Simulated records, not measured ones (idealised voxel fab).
Name of the process module below: voxel self aligned vias
It is cross-section cut that appears here, measuring 225 nm in width, its square cells being 5 nm in size.
Heads up, the way a cross-section reads in here is a grid of square cells, handed over as bands from the top down, with every band being one or more rows of cells. Top, bottom (nm), then materials left to right with widths (nm); lone material tagged "all across" fills the whole band edge to edge; "air" = empty space. Heights are reckoned from 0. Under this level, the received wafer is all of one material. The bottommost band is open-ended downward, for example "from 0 down". Top row gets the first number, bottom row gets the second, and each row in between changes by the same step: that is how a band width like "30->40" works. Where a step carries "no modifications", the cross-section came out of it unchanged, cell for cell. Each empty space that has no open way to the top and spans at least 8 cells appears under "Tabulated closed voids" as width x height at distance, the distance counted from the left edge, all in nm. It should be noted that, on the line of a given step, the content following the step's settings is a remark produced by the simulator itself with respect to that step. You can add "overlay nm" to a step's line. For a step with a mask, it describes how far the mask lay to the right of its planned position, and a negative number describes a lay to the left.

**So here's the lineup of process steps we planned**
1 RECEIVE [material Si]
2 CONFORMAL_DEP [material SiO2] [thk nm 15]
3 CONFORMAL_DEP [material SiCN] [thk nm 5]
4 DIRECTIONAL_DEP [material SiO2] [thk nm 20]
5 MASKED_ETCH [tone open] [mask id LINES] [width nm 25] [pitch nm 75] [etch materials SiO2] [depth nm 20] [overlay nm 0]
6 CONFORMAL_DEP [material TiN] [thk nm 5]
7 FILL_DEP [material W] [thk nm 10]
8 CMP [height nm 40]
9 SELECTIVE_ETCH [etch materials W Ru TiN] [depth nm 5]
10 FILL_DEP [material SiN] [thk nm 10]
11 CMP [height nm 40]
12 DIRECTIONAL_DEP [material SiO2] [thk nm 15]
13 DIRECTIONAL_DEP [material aC] [thk nm 10]
14 PATTERN [tone open] [mask id VIAS] [material resist] [width nm 45] [pitch nm 75] [thk nm 30] [overlay nm 0]
15 DIRECTIONAL_ETCH [etch materials aC] [depth nm 10]
16 STRIP [etch materials resist]
17 DIRECTIONAL_ETCH [etch materials SiO2] [depth nm 15]
18 DIRECTIONAL_ETCH [etch materials SiN] [depth nm 5]
19 STRIP [etch materials aC]
20 CONFORMAL_DEP [material TiN] [thk nm 5]
21 FILL_DEP [material Cu] [thk nm 10]
22 CMP [height nm 55]
23 CONFORMAL_DEP [material SiN] [thk nm 5]

**So, the first of our two wafers, run just as we planned it**

**Cross-section, incoming material, after step 1**
> from 0 down | Si all across
> Tabulated closed voids: none

**Presented here is a cross-section of the wafer after step 2 has been performed**
> from 15 to 0 | SiO2 all across
> Beneath the level 0, the cross-section is identical to its previous state.

**Presented here is a cross-section of the wafer after step 3 has been performed**
> from 20 to 15 | SiCN all across
> Beneath the level 15, the cross-section is identical to its previous state.

**Presented here is a cross-section of the wafer after step 4 has been performed**
> from 40 to 20 | SiO2 all across
> Beneath the level 20, the cross-section is identical to its previous state.

**Presented here is a cross-section of the wafer after step 5 has been performed**
> from 40 to 20 | SiO2 60 nm; air 25 nm; SiO2 50 nm; air 25 nm; SiO2 65 nm
> Beneath the level 20, the cross-section is identical to its previous state.

**Presented here is a cross-section of the wafer after step 6 has been performed**
> from 45 to 40 | TiN 65 nm; air 15 nm; TiN 60 nm; air 15 nm; TiN 70 nm
> from 40 to 25 | SiO2 60 nm; TiN 5 nm; air 15 nm; TiN 5 nm; SiO2 50 nm; TiN 5 nm; air 15 nm; TiN 5 nm; SiO2 65 nm
> from 25 to 20 | SiO2 60 nm; TiN 25 nm; SiO2 50 nm; TiN 25 nm; SiO2 65 nm
> Beneath the level 20, the cross-section is identical to its previous state.

**Presented here is a cross-section of the wafer after step 7 has been performed**
> from 55 to 45 | W all across
> from 45 to 40 | TiN 65 nm; W 15 nm; TiN 60 nm; W 15 nm; TiN 70 nm
> from 40 to 25 | SiO2 60 nm; TiN 5 nm; W 15 nm; TiN 5 nm; SiO2 50 nm; TiN 5 nm; W 15 nm; TiN 5 nm; SiO2 65 nm
> Beneath the level 25, the cross-section is identical to its previous state.

**Presented here is a cross-section of the wafer after step 8 has been performed**
> from 40 to 25 | SiO2 60 nm; TiN 5 nm; W 15 nm; TiN 5 nm; SiO2 50 nm; TiN 5 nm; W 15 nm; TiN 5 nm; SiO2 65 nm
> Beneath the level 25, the cross-section is identical to its previous state.

**Presented here is a cross-section of the wafer after step 9 has been performed**
> from 40 to 35 | SiO2 60 nm; air 25 nm; SiO2 50 nm; air 25 nm; SiO2 65 nm
> Beneath the level 35, the cross-section is identical to its previous state.

**Presented here is a cross-section of the wafer after step 10 has been performed**
> from 50 to 40 | SiN all across
> from 40 to 35 | SiO2 60 nm; SiN 25 nm; SiO2 50 nm; SiN 25 nm; SiO2 65 nm
> Beneath the level 35, the cross-section is identical to its previous state.

**Presented here is a cross-section of the wafer after step 11 has been performed**
> from 40 to 35 | SiO2 60 nm; SiN 25 nm; SiO2 50 nm; SiN 25 nm; SiO2 65 nm
> Beneath the level 35, the cross-section is identical to its previous state.

**Presented here is a cross-section of the wafer after step 12 has been performed**
> from 55 to 40 | SiO2 all across
> Beneath the level 40, the cross-section is identical to its previous state.

**Presented here is a cross-section of the wafer after step 13 has been performed**
> from 65 to 55 | aC all across
> Beneath the level 55, the cross-section is identical to its previous state.

**Presented here is a cross-section of the wafer after step 14 has been performed**
> from 95 to 65 | resist 50 nm; air 45 nm; resist 30 nm; air 45 nm; resist 55 nm
> Beneath the level 65, the cross-section is identical to its previous state.

**Presented here is a cross-section of the wafer after step 15 has been performed**
> from 85 to 65 | resist 50 nm; air 45 nm; resist 30 nm; air 45 nm; resist 55 nm
> from 65 to 55 | aC 50 nm; air 45 nm; aC 30 nm; air 45 nm; aC 55 nm
> Beneath the level 55, the cross-section is identical to its previous state.

**Presented here is a cross-section of the wafer after step 16 has been performed**
> from 65 to 55 | aC 50 nm; air 45 nm; aC 30 nm; air 45 nm; aC 55 nm
> Beneath the level 55, the cross-section is identical to its previous state.

**Presented here is a cross-section of the wafer after step 17 has been performed**
> from 65 to 55 | aC 50 nm; air 45 nm; aC 30 nm; air 45 nm; aC 55 nm
> from 55 to 40 | SiO2 50 nm; air 45 nm; SiO2 30 nm; air 45 nm; SiO2 55 nm
> Beneath the level 40, the cross-section is identical to its previous state.

**Presented here is a cross-section of the wafer after step 18 has been performed**
> from 65 to 55 | aC 50 nm; air 45 nm; aC 30 nm; air 45 nm; aC 55 nm
> from 55 to 40 | SiO2 50 nm; air 45 nm; SiO2 30 nm; air 45 nm; SiO2 55 nm
> from 40 to 35 | SiO2 60 nm; air 25 nm; SiO2 50 nm; air 25 nm; SiO2 65 nm
> Beneath the level 35, the cross-section is identical to its previous state.

**Presented here is a cross-section of the wafer after step 19 has been performed**
> from 55 to 40 | SiO2 50 nm; air 45 nm; SiO2 30 nm; air 45 nm; SiO2 55 nm
> Beneath the level 40, the cross-section is identical to its previous state.

**Presented here is a cross-section of the wafer after step 20 has been performed**
> from 60 to 55 | TiN 55 nm; air 35 nm; TiN 40 nm; air 35 nm; TiN 60 nm
> from 55 to 45 | SiO2 50 nm; TiN 5 nm; air 35 nm; TiN 5 nm; SiO2 30 nm; TiN 5 nm; air 35 nm; TiN 5 nm; SiO2 55 nm
> from 45 to 40 | SiO2 50 nm; TiN 15 nm; air 15 nm; TiN 15 nm; SiO2 30 nm; TiN 15 nm; air 15 nm; TiN 15 nm; SiO2 55 nm
> from 40 to 35 | SiO2 60 nm; TiN 25 nm; SiO2 50 nm; TiN 25 nm; SiO2 65 nm
> Beneath the level 35, the cross-section is identical to its previous state.

**Presented here is a cross-section of the wafer after step 21 has been performed**
> from 70 to 60 | Cu all across
> from 60 to 55 | TiN 55 nm; Cu 35 nm; TiN 40 nm; Cu 35 nm; TiN 60 nm
> from 55 to 45 | SiO2 50 nm; TiN 5 nm; Cu 35 nm; TiN 5 nm; SiO2 30 nm; TiN 5 nm; Cu 35 nm; TiN 5 nm; SiO2 55 nm
> from 45 to 40 | SiO2 50 nm; TiN 15 nm; Cu 15 nm; TiN 15 nm; SiO2 30 nm; TiN 15 nm; Cu 15 nm; TiN 15 nm; SiO2 55 nm
> Beneath the level 40, the cross-section is identical to its previous state.

**Presented here is a cross-section of the wafer after step 22 has been performed**
> from 55 to 45 | SiO2 50 nm; TiN 5 nm; Cu 35 nm; TiN 5 nm; SiO2 30 nm; TiN 5 nm; Cu 35 nm; TiN 5 nm; SiO2 55 nm
> Beneath the level 45, the cross-section is identical to its previous state.

**Presented here is a cross-section of the wafer after step 23 has been performed**
> from 60 to 55 | SiN all across
> Beneath the level 55, the cross-section is identical to its previous state.

**It is to be noted that the second wafer proceeded from the same initial state and according to the same plan as the first, although one mistake was committed in its execution; through step 4, inclusive, the two wafers share an identical history**

**Cross-sectional representation of the second wafer at the time designated in the plan for the completion of step 5**
> from 40 to 20 | air 60 nm; SiO2 25 nm; air 50 nm; SiO2 25 nm; air 65 nm
> Beneath the level 20, the cross-section is identical to its previous state.

**Cross-sectional representation of the second wafer at the time designated in the plan for the completion of step 6**
> from 45 to 40 | air 55 nm; TiN 35 nm; air 40 nm; TiN 35 nm; air 60 nm
> from 40 to 25 | air 55 nm; TiN 5 nm; SiO2 25 nm; TiN 5 nm; air 40 nm; TiN 5 nm; SiO2 25 nm; TiN 5 nm; air 60 nm
> from 25 to 20 | TiN 60 nm; SiO2 25 nm; TiN 50 nm; SiO2 25 nm; TiN 65 nm
> Beneath the level 20, the cross-section is identical to its previous state.

**Cross-sectional representation of the second wafer at the time designated in the plan for the completion of step 7**
> from 55 to 45 | W all across
> from 45 to 40 | W 55 nm; TiN 35 nm; W 40 nm; TiN 35 nm; W 60 nm
> from 40 to 25 | W 55 nm; TiN 5 nm; SiO2 25 nm; TiN 5 nm; W 40 nm; TiN 5 nm; SiO2 25 nm; TiN 5 nm; W 60 nm
> Beneath the level 25, the cross-section is identical to its previous state.

**Cross-sectional representation of the second wafer at the time designated in the plan for the completion of step 8**
> from 40 to 25 | W 55 nm; TiN 5 nm; SiO2 25 nm; TiN 5 nm; W 40 nm; TiN 5 nm; SiO2 25 nm; TiN 5 nm; W 60 nm
> Beneath the level 25, the cross-section is identical to its previous state.

**Cross-sectional representation of the second wafer at the time designated in the plan for the completion of step 9**
> from 40 to 35 | air 60 nm; SiO2 25 nm; air 50 nm; SiO2 25 nm; air 65 nm
> Beneath the level 35, the cross-section is identical to its previous state.

**Cross-sectional representation of the second wafer at the time designated in the plan for the completion of step 10**
> from 50 to 40 | SiN all across
> from 40 to 35 | SiN 60 nm; SiO2 25 nm; SiN 50 nm; SiO2 25 nm; SiN 65 nm
> Beneath the level 35, the cross-section is identical to its previous state.

**Cross-sectional representation of the second wafer at the time designated in the plan for the completion of step 11**
> from 40 to 35 | SiN 60 nm; SiO2 25 nm; SiN 50 nm; SiO2 25 nm; SiN 65 nm
> Beneath the level 35, the cross-section is identical to its previous state.

**Cross-sectional representation of the second wafer at the time designated in the plan for the completion of step 12**
> from 55 to 40 | SiO2 all across
> Beneath the level 40, the cross-section is identical to its previous state.

**Cross-sectional representation of the second wafer at the time designated in the plan for the completion of step 13**
> from 65 to 55 | aC all across
> Beneath the level 55, the cross-section is identical to its previous state.

**Cross-sectional representation of the second wafer at the time designated in the plan for the completion of step 14**
> from 95 to 65 | resist 50 nm; air 45 nm; resist 30 nm; air 45 nm; resist 55 nm
> Beneath the level 65, the cross-section is identical to its previous state.

**Cross-sectional representation of the second wafer at the time designated in the plan for the completion of step 15**
> from 85 to 65 | resist 50 nm; air 45 nm; resist 30 nm; air 45 nm; resist 55 nm
> from 65 to 55 | aC 50 nm; air 45 nm; aC 30 nm; air 45 nm; aC 55 nm
> Beneath the level 55, the cross-section is identical to its previous state.

**Cross-sectional representation of the second wafer at the time designated in the plan for the completion of step 16**
> from 65 to 55 | aC 50 nm; air 45 nm; aC 30 nm; air 45 nm; aC 55 nm
> Beneath the level 55, the cross-section is identical to its previous state.

**Cross-sectional representation of the second wafer at the time designated in the plan for the completion of step 17**
> from 65 to 55 | aC 50 nm; air 45 nm; aC 30 nm; air 45 nm; aC 55 nm
> from 55 to 40 | SiO2 50 nm; air 45 nm; SiO2 30 nm; air 45 nm; SiO2 55 nm
> Beneath the level 40, the cross-section is identical to its previous state.

**Cross-sectional representation of the second wafer at the time designated in the plan for the completion of step 18**
> from 65 to 55 | aC 50 nm; air 45 nm; aC 30 nm; air 45 nm; aC 55 nm
> from 55 to 40 | SiO2 50 nm; air 45 nm; SiO2 30 nm; air 45 nm; SiO2 55 nm
> from 40 to 35 | SiN 50 nm; air 10 nm; SiO2 25 nm; air 10 nm; SiN 30 nm; air 10 nm; SiO2 25 nm; air 10 nm; SiN 55 nm
> Beneath the level 35, the cross-section is identical to its previous state.

**Cross-sectional representation of the second wafer at the time designated in the plan for the completion of step 19**
> from 55 to 40 | SiO2 50 nm; air 45 nm; SiO2 30 nm; air 45 nm; SiO2 55 nm
> Beneath the level 40, the cross-section is identical to its previous state.

**Cross-sectional representation of the second wafer at the time designated in the plan for the completion of step 20**
> from 60 to 55 | TiN 55 nm; air 35 nm; TiN 40 nm; air 35 nm; TiN 60 nm
> from 55 to 45 | SiO2 50 nm; TiN 5 nm; air 35 nm; TiN 5 nm; SiO2 30 nm; TiN 5 nm; air 35 nm; TiN 5 nm; SiO2 55 nm
> from 45 to 40 | SiO2 50 nm; TiN 45 nm; SiO2 30 nm; TiN 45 nm; SiO2 55 nm
> from 40 to 35 | SiN 50 nm; TiN 10 nm; SiO2 25 nm; TiN 10 nm; SiN 30 nm; TiN 10 nm; SiO2 25 nm; TiN 10 nm; SiN 55 nm
> Beneath the level 35, the cross-section is identical to its previous state.

**Cross-sectional representation of the second wafer at the time designated in the plan for the completion of step 21**
> from 70 to 60 | Cu all across
> from 60 to 55 | TiN 55 nm; Cu 35 nm; TiN 40 nm; Cu 35 nm; TiN 60 nm
> from 55 to 45 | SiO2 50 nm; TiN 5 nm; Cu 35 nm; TiN 5 nm; SiO2 30 nm; TiN 5 nm; Cu 35 nm; TiN 5 nm; SiO2 55 nm
> Beneath the level 45, the cross-section is identical to its previous state.

**Cross-sectional representation of the second wafer at the time designated in the plan for the completion of step 22**
> from 55 to 45 | SiO2 50 nm; TiN 5 nm; Cu 35 nm; TiN 5 nm; SiO2 30 nm; TiN 5 nm; Cu 35 nm; TiN 5 nm; SiO2 55 nm
> Beneath the level 45, the cross-section is identical to its previous state.

**Cross-sectional representation of the second wafer at the time designated in the plan for the completion of step 23**
> from 60 to 55 | SiN all across
> Beneath the level 55, the cross-section is identical to its previous state.
Run error: contrary to plan, step 5 was performed as MASKED_ETCH [tone cover] [mask id LINES] [width nm 25] [pitch nm 75] [etch materials SiO2] [depth nm 20] [overlay nm 0]
Looking at both finished wafers in cells, the second ends up ahead of or behind the first on some materials: 6 fewer of Cu; 27 more of SiN; 100 fewer of SiO2; 29 more of TiN; 50 more of W
